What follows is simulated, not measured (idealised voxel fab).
The document below concerns the process module designated voxel trench capacitor.
Xsec cut, 285 nm wide, square cell size 5 nm.
Bands, listed from the top down, are how a cross-section gets written in this document; the cross-section itself is a grid of square cells, and a band is one or more rows of them.
This entry defines a band. It first specifies the height of the band's top and the height of its bottom in nm, and then specifies the band's materials from left to right, stating each material with its width in nm. The word "throughout" identifies a single material that fills the band from edge to edge, while the word "empty" identifies empty space.
Heads up on the height convention: 0 is the point under which the incoming wafer is all one material, and the lowest band has no bottom, it just keeps going down, like "0 -> down".
Per-row width for "30->40": begins at first number (top row of band), ends at second number (bottom row), increment between rows held constant.
No cell of the cross-section changed in a step that is given as "same as before".
"Closed cavities" - sealed voids, min. 8 cells, no opening to top; format: width x height at distance (distance from left edge; nm throughout).
That trailing text on a step's line, after the settings, is the simulator's own remark on the step.
overlay nm: step with mask; distance mask lay right of planned place; negative value = left of planned place.
PLANNED PROCESS STEPS
- 1: RECEIVE | material Si
- 2: CONFORMAL_DEP | material SiN | thk nm 10
- 3: PATTERN | tone open | mask id TRENCH | material resist | width nm 25 | pitch nm 55 | thk nm 20 | overlay nm -15
- 4: DIRECTIONAL_ETCH | etch materials SiN | depth nm 10
- 5: DIRECTIONAL_ETCH | etch materials Si | depth nm 40
- 6: STRIP | etch materials resist
- 7: CONFORMAL_DEP | material HfO2 | thk nm 5
- 8: CONFORMAL_DEP | material TiN | thk nm 5
- 9: FILL_DEP | material W | thk nm 10
- 10: CMP | height nm 10
Keep in mind the plan's value for the overlay nm of step 3 comes from the first wafer; the wafers don't share that setting, but they do share the same starting point.
AS-RECEIVED CROSS-SECTION, FIRST OF SEVERAL WAFERS, POST STEP 1
	0 -> down = Si throughout
	Closed cavities: none
FIRST WAFER OF SEVERAL, CROSS-SECTION, MODULE END, AFTER STEP 10 (LAST)
	10 -> 0 = 85 SiN  5 HfO2  5 TiN  5 W  5 TiN  5 HfO2  30 SiN  5 HfO2  5 TiN  5 W  5 TiN  5 HfO2  120 SiN
	0 -> -30 = 85 Si  5 HfO2  5 TiN  5 W  5 TiN  5 HfO2  30 Si  5 HfO2  5 TiN  5 W  5 TiN  5 HfO2  120 Si
	-30 -> -35 = 85 Si  5 HfO2  15 TiN  5 HfO2  30 Si  5 HfO2  15 TiN  5 HfO2  120 Si
	-35 -> -40 = 85 Si  25 HfO2  30 Si  25 HfO2  120 Si
	-40 -> down = Si throughout
	Closed cavities: none
HERE WE CROSS-SECTIONED THE LAST OF THE WAFERS ONCE THE MODULE WAS DONE
	10 -> 0 = 115 SiN  5 HfO2  5 TiN  5 W  5 TiN  5 HfO2  30 SiN  5 HfO2  5 TiN  5 W  5 TiN  5 HfO2  90 SiN
	0 -> -30 = 115 Si  5 HfO2  5 TiN  5 W  5 TiN  5 HfO2  30 Si  5 HfO2  5 TiN  5 W  5 TiN  5 HfO2  90 Si
	-30 -> -35 = 115 Si  5 HfO2  15 TiN  5 HfO2  30 Si  5 HfO2  15 TiN  5 HfO2  90 Si
	-35 -> -40 = 115 Si  25 HfO2  30 Si  25 HfO2  90 Si
	-40 -> down = Si throughout
	Closed cavities: none
EACH WAFER AT THE END: CELLS OF EACH MATERIAL GAINED (+) OR LOST (-) SINCE IT WAS RECEIVED, THEN ITS CLOSED VOIDS
overlay nm -15; +46 HfO2; -80 Si; +94 SiN; +38 TiN; +16 W; Closed cavities: none
overlay nm -10; +46 HfO2; -80 Si; +94 SiN; +38 TiN; +16 W; Closed cavities: none
overlay nm -5; +46 HfO2; -80 Si; +94 SiN; +38 TiN; +16 W; Closed cavities: none
overlay nm 0; +46 HfO2; -80 Si; +94 SiN; +38 TiN; +16 W; Closed cavities: none
overlay nm 5; +46 HfO2; -80 Si; +94 SiN; +38 TiN; +16 W; Closed cavities: none
overlay nm 10; +46 HfO2; -80 Si; +94 SiN; +38 TiN; +16 W; Closed cavities: none
overlay nm 15; +46 HfO2; -80 Si; +94 SiN; +38 TiN; +16 W; Closed cavities: none
